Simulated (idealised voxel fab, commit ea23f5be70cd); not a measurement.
process module | voxel wiring stack
cross-section cut | 180 nm wide | cells 5 nm
A cross-section is a grid of square cells, given in bands from the top down. A band is one or more rows of cells.
Each band's line starts with the height of the band's top and of its bottom, in nm. Then come its materials from left to right, each with its width in nm. One material with "throughout" fills the band from edge to edge. "air" is empty space.
Height 0 is the level under which the wafer as received is all one material. The lowest band goes on downwards, as in "0 down".
A width such as "30 to 40" changes by the same amount from each row of cells to the next, from the band's top row to its bottom row.
"no change" after a step means that no cell of the cross-section changed.
closed voids: empty space of 8 cells or more with no open way to the top, each as width x height at its distance from the left edge, in nm
after a step's settings: what the simulator itself notes on the step
overlay nm, on a step with a mask: how far to the right of its planned place the mask lay; to the left if negative
plan
1 op RECEIVE | material Si
2 op CONFORMAL_DEP | material SiO2 | thk nm 10
3 op DIRECTIONAL_DEP | material TiN | thk nm 5
4 op DIRECTIONAL_DEP | material W | thk nm 25
5 op DIRECTIONAL_DEP | material aC | thk nm 10
6 op PATTERN | tone cover | mask id METAL_1 | material resist | width nm 25 | pitch nm 45 | thk nm 30 | overlay nm 0
7 op DIRECTIONAL_ETCH | etch materials aC | depth nm 10
8 op STRIP | etch materials resist
9 op DIRECTIONAL_ETCH | etch materials W | depth nm 25
10 op DIRECTIONAL_ETCH | etch materials TiN | depth nm 5
11 op STRIP | etch materials aC
12 op CONFORMAL_DEP | material SiN | thk nm 5
13 op FILL_DEP | material lowk | thk nm 10
14 op CMP | height nm 40
15 op CONFORMAL_DEP | material SiCN | thk nm 5
16 op DIRECTIONAL_DEP | material lowk | thk nm 30
17 op DIRECTIONAL_DEP | material aC | thk nm 15
18 op PATTERN | tone open | mask id METAL_2_HOLES | material resist | width nm 15 | pitch nm 45 | thk nm 35 | overlay nm 0
19 op DIRECTIONAL_ETCH | etch materials aC | depth nm 15
20 op STRIP | etch materials resist
21 op DIRECTIONAL_ETCH | etch materials lowk | depth nm 30
22 op STRIP | etch materials aC
23 op DIRECTIONAL_DEP | material aC | thk nm 15
24 op PATTERN | tone open | mask id METAL_2 | material resist | width nm 25 | pitch nm 45 | thk nm 30 | overlay nm 0
25 op DIRECTIONAL_ETCH | etch materials aC | depth nm 15
26 op STRIP | etch materials resist
27 op DIRECTIONAL_ETCH | etch materials lowk | depth nm 20
28 op DIRECTIONAL_ETCH | etch materials SiCN | depth nm 5
29 op STRIP | etch materials aC
30 op CONFORMAL_DEP | material TiN | thk nm 5
31 op FILL_DEP | material Cu | thk nm 5
32 op CMP | height nm 75
33 op CONFORMAL_DEP | material SiCN | thk nm 5
34 op DIRECTIONAL_DEP | material lowk | thk nm 25
35 op DIRECTIONAL_DEP | material aC | thk nm 10
36 op PATTERN | tone open | mask id METAL_3_HOLES | material resist | width nm 15 | thk nm 25 | overlay nm 0
37 op DIRECTIONAL_ETCH | etch materials aC | depth nm 10
38 op STRIP | etch materials resist
39 op DIRECTIONAL_ETCH | etch materials lowk | depth nm 25
40 op STRIP | etch materials aC
41 op PATTERN | tone open | mask id METAL_3 | material resist | width nm 25 | pitch nm 45 | thk nm 20 | overlay nm 0
42 op DIRECTIONAL_ETCH | etch materials lowk | depth nm 15
43 op DIRECTIONAL_ETCH | etch materials SiCN | depth nm 5
44 op STRIP | etch materials resist
45 op CONFORMAL_DEP | material TiN | thk nm 5
46 op FILL_DEP | material Cu | thk nm 10
47 op CMP | height nm 105
48 op CONFORMAL_DEP | material SiCN | thk nm 5
49 op DIRECTIONAL_DEP | material SiO2 | thk nm 25
50 op MASKED_ETCH | tone open | mask id METAL_4_HOLES | width nm 15 | etch materials SiO2 | depth nm 25 | overlay nm 0
51 op DIRECTIONAL_DEP | material aC | thk nm 15
52 op PATTERN | tone open | mask id METAL_4 | material resist | width nm 25 | pitch nm 45 | thk nm 35 | overlay nm 0
53 op DIRECTIONAL_ETCH | etch materials aC | depth nm 15
54 op STRIP | etch materials resist
55 op DIRECTIONAL_ETCH | etch materials SiO2 | depth nm 15
56 op DIRECTIONAL_ETCH | etch materials SiCN | depth nm 5
57 op STRIP | etch materials aC
58 op CONFORMAL_DEP | material TiN | thk nm 5
59 op FILL_DEP | material Cu | thk nm 5
60 op CMP | height nm 135
61 op CONFORMAL_DEP | material SiCN | thk nm 5
first wafer, as planned
as received, after step 1
  0 down: Si throughout
  closed voids: none
after step 2
  10 to 0: SiO2 throughout
  below 0: unchanged
after step 3
  15 to 10: TiN throughout
  below 10: unchanged
after step 4
  40 to 15: W throughout
  below 15: unchanged
after step 5
  50 to 40: aC throughout
  below 40: unchanged
after step 6
  80 to 50: air 55 | resist 25 | air 20 | resist 25 | air 55
  below 50: unchanged
after step 7
  70 to 50: air 55 | resist 25 | air 20 | resist 25 | air 55
  50 to 40: air 55 | aC 25 | air 20 | aC 25 | air 55
  below 40: unchanged
after step 8
  50 to 40: air 55 | aC 25 | air 20 | aC 25 | air 55
  below 40: unchanged
after step 9
  50 to 40: air 55 | aC 25 | air 20 | aC 25 | air 55
  40 to 15: air 55 | W 25 | air 20 | W 25 | air 55
  below 15: unchanged
after step 10
  50 to 40: air 55 | aC 25 | air 20 | aC 25 | air 55
  40 to 15: air 55 | W 25 | air 20 | W 25 | air 55
  15 to 10: air 55 | TiN 25 | air 20 | TiN 25 | air 55
  below 10: unchanged
after step 11
  40 to 15: air 55 | W 25 | air 20 | W 25 | air 55
  below 15: unchanged
after step 12
  45 to 40: air 50 | SiN 35 | air 10 | SiN 35 | air 50
  40 to 15: air 50 | SiN 5 | W 25 | SiN 5 | air 10 | SiN 5 | W 25 | SiN 5 | air 50
  15 to 10: SiN 55 | TiN 25 | SiN 20 | TiN 25 | SiN 55
  below 10: unchanged
after step 13
  55 to 45: lowk throughout
  45 to 40: lowk 50 | SiN 35 | lowk 10 | SiN 35 | lowk 50
  40 to 15: lowk 50 | SiN 5 | W 25 | SiN 5 | lowk 10 | SiN 5 | W 25 | SiN 5 | lowk 50
  below 15: unchanged
after step 14
  40 to 15: lowk 50 | SiN 5 | W 25 | SiN 5 | lowk 10 | SiN 5 | W 25 | SiN 5 | lowk 50
  below 15: unchanged
after step 15
  45 to 40: SiCN throughout
  below 40: unchanged
after step 16
  75 to 45: lowk throughout
  below 45: unchanged
after step 17
  90 to 75: aC throughout
  below 75: unchanged
after step 18
  125 to 90: resist 55 | air 15 | resist 30 | air 15 | resist 65
  below 90: unchanged
after step 19
  110 to 90: resist 55 | air 15 | resist 30 | air 15 | resist 65
  90 to 75: aC 55 | air 15 | aC 30 | air 15 | aC 65
  below 75: unchanged
after step 20
  90 to 75: aC 55 | air 15 | aC 30 | air 15 | aC 65
  below 75: unchanged
after step 21
  90 to 75: aC 55 | air 15 | aC 30 | air 15 | aC 65
  75 to 45: lowk 55 | air 15 | lowk 30 | air 15 | lowk 65
  below 45: unchanged
after step 22
  75 to 45: lowk 55 | air 15 | lowk 30 | air 15 | lowk 65
  below 45: unchanged
after step 23
  90 to 75: aC 55 | air 15 | aC 30 | air 15 | aC 65
  75 to 60: lowk 55 | air 15 | lowk 30 | air 15 | lowk 65
  60 to 45: lowk 55 | aC 15 | lowk 30 | aC 15 | lowk 65
  below 45: unchanged
after step 24
  120 to 90: resist 55 | air 25 | resist 20 | air 25 | resist 55
  below 90: unchanged
after step 25
  105 to 90: resist 55 | air 25 | resist 20 | air 25 | resist 55
  90 to 75: aC 55 | air 25 | aC 20 | air 25 | aC 55
  75 to 45: lowk 55 | air 15 | lowk 30 | air 15 | lowk 65
  below 45: unchanged
after step 26
  90 to 75: aC 55 | air 25 | aC 20 | air 25 | aC 55
  below 75: unchanged
after step 27
  90 to 75: aC 55 | air 25 | aC 20 | air 25 | aC 55
  75 to 55: lowk 55 | air 25 | lowk 20 | air 25 | lowk 55
  below 55: unchanged
after step 28
  90 to 75: aC 55 | air 25 | aC 20 | air 25 | aC 55
  75 to 55: lowk 55 | air 25 | lowk 20 | air 25 | lowk 55
  55 to 45: lowk 55 | air 15 | lowk 30 | air 15 | lowk 65
  45 to 40: SiCN 55 | air 15 | SiCN 30 | air 15 | SiCN 65
  below 40: unchanged
after step 29
  75 to 55: lowk 55 | air 25 | lowk 20 | air 25 | lowk 55
  below 55: unchanged
after step 30
  80 to 75: TiN 60 | air 15 | TiN 30 | air 15 | TiN 60
  75 to 60: lowk 55 | TiN 5 | air 15 | TiN 5 | lowk 20 | TiN 5 | air 15 | TiN 5 | lowk 55
  60 to 55: lowk 55 | TiN 5 | air 5 | TiN 15 | lowk 20 | TiN 5 | air 5 | TiN 15 | lowk 55
  55 to 45: lowk 55 | TiN 5 | air 5 | TiN 5 | lowk 30 | TiN 5 | air 5 | TiN 5 | lowk 65
  45 to 40: SiCN 55 | TiN 15 | SiCN 30 | TiN 15 | SiCN 65
  below 40: unchanged
after step 31
  85 to 80: Cu throughout
  80 to 75: TiN 60 | Cu 15 | TiN 30 | Cu 15 | TiN 60
  75 to 60: lowk 55 | TiN 5 | Cu 15 | TiN 5 | lowk 20 | TiN 5 | Cu 15 | TiN 5 | lowk 55
  60 to 55: lowk 55 | TiN 5 | Cu 5 | TiN 15 | lowk 20 | TiN 5 | Cu 5 | TiN 15 | lowk 55
  55 to 45: lowk 55 | TiN 5 | Cu 5 | TiN 5 | lowk 30 | TiN 5 | Cu 5 | TiN 5 | lowk 65
  below 45: unchanged
after step 32
  75 to 60: lowk 55 | TiN 5 | Cu 15 | TiN 5 | lowk 20 | TiN 5 | Cu 15 | TiN 5 | lowk 55
  below 60: unchanged
after step 33
  80 to 75: SiCN throughout
  below 75: unchanged
after step 34
  105 to 80: lowk throughout
  below 80: unchanged
after step 35
  115 to 105: aC throughout
  below 105: unchanged
after step 36
  140 to 115: resist 55 | air 15 | resist 110
  below 115: unchanged
after step 37
  130 to 115: resist 55 | air 15 | resist 110
  115 to 105: aC 55 | air 15 | aC 110
  below 105: unchanged
after step 38
  115 to 105: aC 55 | air 15 | aC 110
  below 105: unchanged
after step 39
  115 to 105: aC 55 | air 15 | aC 110
  105 to 80: lowk 55 | air 15 | lowk 110
  below 80: unchanged
after step 40
  105 to 80: lowk 55 | air 15 | lowk 110
  below 80: unchanged
after step 41
  125 to 105: resist 55 | air 25 | resist 20 | air 25 | resist 55
  below 105: unchanged
after step 42
  125 to 105: resist 55 | air 25 | resist 20 | air 25 | resist 55
  105 to 90: lowk 55 | air 25 | lowk 20 | air 25 | lowk 55
  below 90: unchanged
after step 43
  125 to 105: resist 55 | air 25 | resist 20 | air 25 | resist 55
  105 to 90: lowk 55 | air 25 | lowk 20 | air 25 | lowk 55
  90 to 80: lowk 55 | air 15 | lowk 110
  80 to 75: SiCN 55 | air 15 | SiCN 110
  below 75: unchanged
after step 44
  105 to 90: lowk 55 | air 25 | lowk 20 | air 25 | lowk 55
  below 90: unchanged
after step 45
  110 to 105: TiN 60 | air 15 | TiN 30 | air 15 | TiN 60
  105 to 95: lowk 55 | TiN 5 | air 15 | TiN 5 | lowk 20 | TiN 5 | air 15 | TiN 5 | lowk 55
  95 to 90: lowk 55 | TiN 5 | air 5 | TiN 15 | lowk 20 | TiN 25 | lowk 55
  90 to 80: lowk 55 | TiN 5 | air 5 | TiN 5 | lowk 110
  80 to 75: SiCN 55 | TiN 15 | SiCN 110
  below 75: unchanged
after step 46
  120 to 110: Cu throughout
  110 to 105: TiN 60 | Cu 15 | TiN 30 | Cu 15 | TiN 60
  105 to 95: lowk 55 | TiN 5 | Cu 15 | TiN 5 | lowk 20 | TiN 5 | Cu 15 | TiN 5 | lowk 55
  95 to 90: lowk 55 | TiN 5 | Cu 5 | TiN 15 | lowk 20 | TiN 25 | lowk 55
  90 to 80: lowk 55 | TiN 5 | Cu 5 | TiN 5 | lowk 110
  below 80: unchanged
after step 47
  105 to 95: lowk 55 | TiN 5 | Cu 15 | TiN 5 | lowk 20 | TiN 5 | Cu 15 | TiN 5 | lowk 55
  below 95: unchanged
after step 48
  110 to 105: SiCN throughout
  below 105: unchanged
after step 49
  135 to 110: SiO2 throughout
  below 110: unchanged
after step 50
  135 to 110: SiO2 55 | air 15 | SiO2 110
  below 110: unchanged
after step 51
  150 to 135: aC 55 | air 15 | aC 110
  135 to 125: SiO2 55 | air 15 | SiO2 110
  125 to 110: SiO2 55 | aC 15 | SiO2 110
  below 110: unchanged
after step 52
  185 to 150: resist 55 | air 25 | resist 20 | air 25 | resist 55
  below 150: unchanged
after step 53
  170 to 150: resist 55 | air 25 | resist 20 | air 25 | resist 55
  150 to 135: aC 55 | air 25 | aC 20 | air 25 | aC 55
  135 to 110: SiO2 55 | air 15 | SiO2 110
  below 110: unchanged
after step 54
  150 to 135: aC 55 | air 25 | aC 20 | air 25 | aC 55
  below 135: unchanged
after step 55
  150 to 135: aC 55 | air 25 | aC 20 | air 25 | aC 55
  135 to 120: SiO2 55 | air 25 | SiO2 20 | air 25 | SiO2 55
  below 120: unchanged
after step 56
  150 to 135: aC 55 | air 25 | aC 20 | air 25 | aC 55
  135 to 120: SiO2 55 | air 25 | SiO2 20 | air 25 | SiO2 55
  120 to 110: SiO2 55 | air 15 | SiO2 110
  110 to 105: SiCN 55 | air 15 | SiCN 110
  below 105: unchanged
after step 57
  135 to 120: SiO2 55 | air 25 | SiO2 20 | air 25 | SiO2 55
  below 120: unchanged
after step 58
  140 to 135: TiN 60 | air 15 | TiN 30 | air 15 | TiN 60
  135 to 125: SiO2 55 | TiN 5 | air 15 | TiN 5 | SiO2 20 | TiN 5 | air 15 | TiN 5 | SiO2 55
  125 to 120: SiO2 55 | TiN 5 | air 5 | TiN 15 | SiO2 20 | TiN 25 | SiO2 55
  120 to 110: SiO2 55 | TiN 5 | air 5 | TiN 5 | SiO2 110
  110 to 105: SiCN 55 | TiN 15 | SiCN 110
  below 105: unchanged
after step 59
  145 to 140: Cu throughout
  140 to 135: TiN 60 | Cu 15 | TiN 30 | Cu 15 | TiN 60
  135 to 125: SiO2 55 | TiN 5 | Cu 15 | TiN 5 | SiO2 20 | TiN 5 | Cu 15 | TiN 5 | SiO2 55
  125 to 120: SiO2 55 | TiN 5 | Cu 5 | TiN 15 | SiO2 20 | TiN 25 | SiO2 55
  120 to 110: SiO2 55 | TiN 5 | Cu 5 | TiN 5 | SiO2 110
  below 110: unchanged
after step 60
  135 to 125: SiO2 55 | TiN 5 | Cu 15 | TiN 5 | SiO2 20 | TiN 5 | Cu 15 | TiN 5 | SiO2 55
  below 125: unchanged
after step 61
  140 to 135: SiCN throughout
  below 135: unchanged
second wafer: like start, like plan, one mistake. Through step 2 it matches the first wafer
when step 3 should have ended
  35 to 10: W throughout
  below 10: unchanged
when step 4 should have ended
  40 to 35: TiN throughout
  below 35: unchanged
when step 5 should have ended
  50 to 40: aC throughout
  below 40: unchanged
when step 6 should have ended
  80 to 50: air 55 | resist 25 | air 20 | resist 25 | air 55
  below 50: unchanged
when step 7 should have ended
  70 to 50: air 55 | resist 25 | air 20 | resist 25 | air 55
  50 to 40: air 55 | aC 25 | air 20 | aC 25 | air 55
  below 40: unchanged
when step 8 should have ended
  50 to 40: air 55 | aC 25 | air 20 | aC 25 | air 55
  below 40: unchanged
when step 9 should have ended: no change
when step 10 should have ended
  50 to 40: air 55 | aC 25 | air 20 | aC 25 | air 55
  40 to 35: air 55 | TiN 25 | air 20 | TiN 25 | air 55
  below 35: unchanged
when step 11 should have ended
  40 to 35: air 55 | TiN 25 | air 20 | TiN 25 | air 55
  below 35: unchanged
when step 12 should have ended
  45 to 40: air 50 | SiN 35 | air 10 | SiN 35 | air 50
  40 to 35: SiN 55 | TiN 25 | SiN 20 | TiN 25 | SiN 55
  below 35: unchanged
when step 13 should have ended
  55 to 45: lowk throughout
  45 to 40: lowk 50 | SiN 35 | lowk 10 | SiN 35 | lowk 50
  below 40: unchanged
when step 14 should have ended
  40 to 35: SiN 55 | TiN 25 | SiN 20 | TiN 25 | SiN 55
  below 35: unchanged
when step 15 should have ended
  45 to 40: SiCN throughout
  below 40: unchanged
when step 16 should have ended
  75 to 45: lowk throughout
  below 45: unchanged
when step 17 should have ended
  90 to 75: aC throughout
  below 75: unchanged
when step 18 should have ended
  125 to 90: resist 55 | air 15 | resist 30 | air 15 | resist 65
  below 90: unchanged
when step 19 should have ended
  110 to 90: resist 55 | air 15 | resist 30 | air 15 | resist 65
  90 to 75: aC 55 | air 15 | aC 30 | air 15 | aC 65
  below 75: unchanged
when step 20 should have ended
  90 to 75: aC 55 | air 15 | aC 30 | air 15 | aC 65
  below 75: unchanged
when step 21 should have ended
  90 to 75: aC 55 | air 15 | aC 30 | air 15 | aC 65
  75 to 45: lowk 55 | air 15 | lowk 30 | air 15 | lowk 65
  below 45: unchanged
when step 22 should have ended
  75 to 45: lowk 55 | air 15 | lowk 30 | air 15 | lowk 65
  below 45: unchanged
when step 23 should have ended
  90 to 75: aC 55 | air 15 | aC 30 | air 15 | aC 65
  75 to 60: lowk 55 | air 15 | lowk 30 | air 15 | lowk 65
  60 to 45: lowk 55 | aC 15 | lowk 30 | aC 15 | lowk 65
  below 45: unchanged
when step 24 should have ended
  120 to 90: resist 55 | air 25 | resist 20 | air 25 | resist 55
  below 90: unchanged
when step 25 should have ended
  105 to 90: resist 55 | air 25 | resist 20 | air 25 | resist 55
  90 to 75: aC 55 | air 25 | aC 20 | air 25 | aC 55
  75 to 45: lowk 55 | air 15 | lowk 30 | air 15 | lowk 65
  below 45: unchanged
when step 26 should have ended
  90 to 75: aC 55 | air 25 | aC 20 | air 25 | aC 55
  below 75: unchanged
when step 27 should have ended
  90 to 75: aC 55 | air 25 | aC 20 | air 25 | aC 55
  75 to 55: lowk 55 | air 25 | lowk 20 | air 25 | lowk 55
  below 55: unchanged
when step 28 should have ended
  90 to 75: aC 55 | air 25 | aC 20 | air 25 | aC 55
  75 to 55: lowk 55 | air 25 | lowk 20 | air 25 | lowk 55
  55 to 45: lowk 55 | air 15 | lowk 30 | air 15 | lowk 65
  45 to 40: SiCN 55 | air 15 | SiCN 30 | air 15 | SiCN 65
  below 40: unchanged
when step 29 should have ended
  75 to 55: lowk 55 | air 25 | lowk 20 | air 25 | lowk 55
  below 55: unchanged
when step 30 should have ended
  80 to 75: TiN 60 | air 15 | TiN 30 | air 15 | TiN 60
  75 to 60: lowk 55 | TiN 5 | air 15 | TiN 5 | lowk 20 | TiN 5 | air 15 | TiN 5 | lowk 55
  60 to 55: lowk 55 | TiN 5 | air 5 | TiN 15 | lowk 20 | TiN 5 | air 5 | TiN 15 | lowk 55
  55 to 45: lowk 55 | TiN 5 | air 5 | TiN 5 | lowk 30 | TiN 5 | air 5 | TiN 5 | lowk 65
  45 to 40: SiCN 55 | TiN 15 | SiCN 30 | TiN 15 | SiCN 65
  below 40: unchanged
when step 31 should have ended
  85 to 80: Cu throughout
  80 to 75: TiN 60 | Cu 15 | TiN 30 | Cu 15 | TiN 60
  75 to 60: lowk 55 | TiN 5 | Cu 15 | TiN 5 | lowk 20 | TiN 5 | Cu 15 | TiN 5 | lowk 55
  60 to 55: lowk 55 | TiN 5 | Cu 5 | TiN 15 | lowk 20 | TiN 5 | Cu 5 | TiN 15 | lowk 55
  55 to 45: lowk 55 | TiN 5 | Cu 5 | TiN 5 | lowk 30 | TiN 5 | Cu 5 | TiN 5 | lowk 65
  below 45: unchanged
when step 32 should have ended
  75 to 60: lowk 55 | TiN 5 | Cu 15 | TiN 5 | lowk 20 | TiN 5 | Cu 15 | TiN 5 | lowk 55
  below 60: unchanged
when step 33 should have ended
  80 to 75: SiCN throughout
  below 75: unchanged
when step 34 should have ended
  105 to 80: lowk throughout
  below 80: unchanged
when step 35 should have ended
  115 to 105: aC throughout
  below 105: unchanged
when step 36 should have ended
  140 to 115: resist 55 | air 15 | resist 110
  below 115: unchanged
when step 37 should have ended
  130 to 115: resist 55 | air 15 | resist 110
  115 to 105: aC 55 | air 15 | aC 110
  below 105: unchanged
when step 38 should have ended
  115 to 105: aC 55 | air 15 | aC 110
  below 105: unchanged
when step 39 should have ended
  115 to 105: aC 55 | air 15 | aC 110
  105 to 80: lowk 55 | air 15 | lowk 110
  below 80: unchanged
when step 40 should have ended
  105 to 80: lowk 55 | air 15 | lowk 110
  below 80: unchanged
when step 41 should have ended
  125 to 105: resist 55 | air 25 | resist 20 | air 25 | resist 55
  below 105: unchanged
when step 42 should have ended
  125 to 105: resist 55 | air 25 | resist 20 | air 25 | resist 55
  105 to 90: lowk 55 | air 25 | lowk 20 | air 25 | lowk 55
  below 90: unchanged
when step 43 should have ended
  125 to 105: resist 55 | air 25 | resist 20 | air 25 | resist 55
  105 to 90: lowk 55 | air 25 | lowk 20 | air 25 | lowk 55
  90 to 80: lowk 55 | air 15 | lowk 110
  80 to 75: SiCN 55 | air 15 | SiCN 110
  below 75: unchanged
when step 44 should have ended
  105 to 90: lowk 55 | air 25 | lowk 20 | air 25 | lowk 55
  below 90: unchanged
when step 45 should have ended
  110 to 105: TiN 60 | air 15 | TiN 30 | air 15 | TiN 60
  105 to 95: lowk 55 | TiN 5 | air 15 | TiN 5 | lowk 20 | TiN 5 | air 15 | TiN 5 | lowk 55
  95 to 90: lowk 55 | TiN 5 | air 5 | TiN 15 | lowk 20 | TiN 25 | lowk 55
  90 to 80: lowk 55 | TiN 5 | air 5 | TiN 5 | lowk 110
  80 to 75: SiCN 55 | TiN 15 | SiCN 110
  below 75: unchanged
when step 46 should have ended
  120 to 110: Cu throughout
  110 to 105: TiN 60 | Cu 15 | TiN 30 | Cu 15 | TiN 60
  105 to 95: lowk 55 | TiN 5 | Cu 15 | TiN 5 | lowk 20 | TiN 5 | Cu 15 | TiN 5 | lowk 55
  95 to 90: lowk 55 | TiN 5 | Cu 5 | TiN 15 | lowk 20 | TiN 25 | lowk 55
  90 to 80: lowk 55 | TiN 5 | Cu 5 | TiN 5 | lowk 110
  below 80: unchanged
when step 47 should have ended
  105 to 95: lowk 55 | TiN 5 | Cu 15 | TiN 5 | lowk 20 | TiN 5 | Cu 15 | TiN 5 | lowk 55
  below 95: unchanged
when step 48 should have ended
  110 to 105: SiCN throughout
  below 105: unchanged
when step 49 should have ended
  135 to 110: SiO2 throughout
  below 110: unchanged
when step 50 should have ended
  135 to 110: SiO2 55 | air 15 | SiO2 110
  below 110: unchanged
when step 51 should have ended
  150 to 135: aC 55 | air 15 | aC 110
  135 to 125: SiO2 55 | air 15 | SiO2 110
  125 to 110: SiO2 55 | aC 15 | SiO2 110
  below 110: unchanged
when step 52 should have ended
  185 to 150: resist 55 | air 25 | resist 20 | air 25 | resist 55
  below 150: unchanged
when step 53 should have ended
  170 to 150: resist 55 | air 25 | resist 20 | air 25 | resist 55
  150 to 135: aC 55 | air 25 | aC 20 | air 25 | aC 55
  135 to 110: SiO2 55 | air 15 | SiO2 110
  below 110: unchanged
when step 54 should have ended
  150 to 135: aC 55 | air 25 | aC 20 | air 25 | aC 55
  below 135: unchanged
when step 55 should have ended
  150 to 135: aC 55 | air 25 | aC 20 | air 25 | aC 55
  135 to 120: SiO2 55 | air 25 | SiO2 20 | air 25 | SiO2 55
  below 120: unchanged
when step 56 should have ended
  150 to 135: aC 55 | air 25 | aC 20 | air 25 | aC 55
  135 to 120: SiO2 55 | air 25 | SiO2 20 | air 25 | SiO2 55
  120 to 110: SiO2 55 | air 15 | SiO2 110
  110 to 105: SiCN 55 | air 15 | SiCN 110
  below 105: unchanged
when step 57 should have ended
  135 to 120: SiO2 55 | air 25 | SiO2 20 | air 25 | SiO2 55
  below 120: unchanged
when step 58 should have ended
  140 to 135: TiN 60 | air 15 | TiN 30 | air 15 | TiN 60
  135 to 125: SiO2 55 | TiN 5 | air 15 | TiN 5 | SiO2 20 | TiN 5 | air 15 | TiN 5 | SiO2 55
  125 to 120: SiO2 55 | TiN 5 | air 5 | TiN 15 | SiO2 20 | TiN 25 | SiO2 55
  120 to 110: SiO2 55 | TiN 5 | air 5 | TiN 5 | SiO2 110
  110 to 105: SiCN 55 | TiN 15 | SiCN 110
  below 105: unchanged
when step 59 should have ended
  145 to 140: Cu throughout
  140 to 135: TiN 60 | Cu 15 | TiN 30 | Cu 15 | TiN 60
  135 to 125: SiO2 55 | TiN 5 | Cu 15 | TiN 5 | SiO2 20 | TiN 5 | Cu 15 | TiN 5 | SiO2 55
  125 to 120: SiO2 55 | TiN 5 | Cu 5 | TiN 15 | SiO2 20 | TiN 25 | SiO2 55
  120 to 110: SiO2 55 | TiN 5 | Cu 5 | TiN 5 | SiO2 110
  below 110: unchanged
when step 60 should have ended
  135 to 125: SiO2 55 | TiN 5 | Cu 15 | TiN 5 | SiO2 20 | TiN 5 | Cu 15 | TiN 5 | SiO2 55
  below 125: unchanged
when step 61 should have ended
  140 to 135: SiCN throughout
  below 135: unchanged
what went wrong: steps 3 and 4 were swapped
at the end the second wafer has, in cells: 20 fewer of SiN | 130 more of W | 110 fewer of lowk
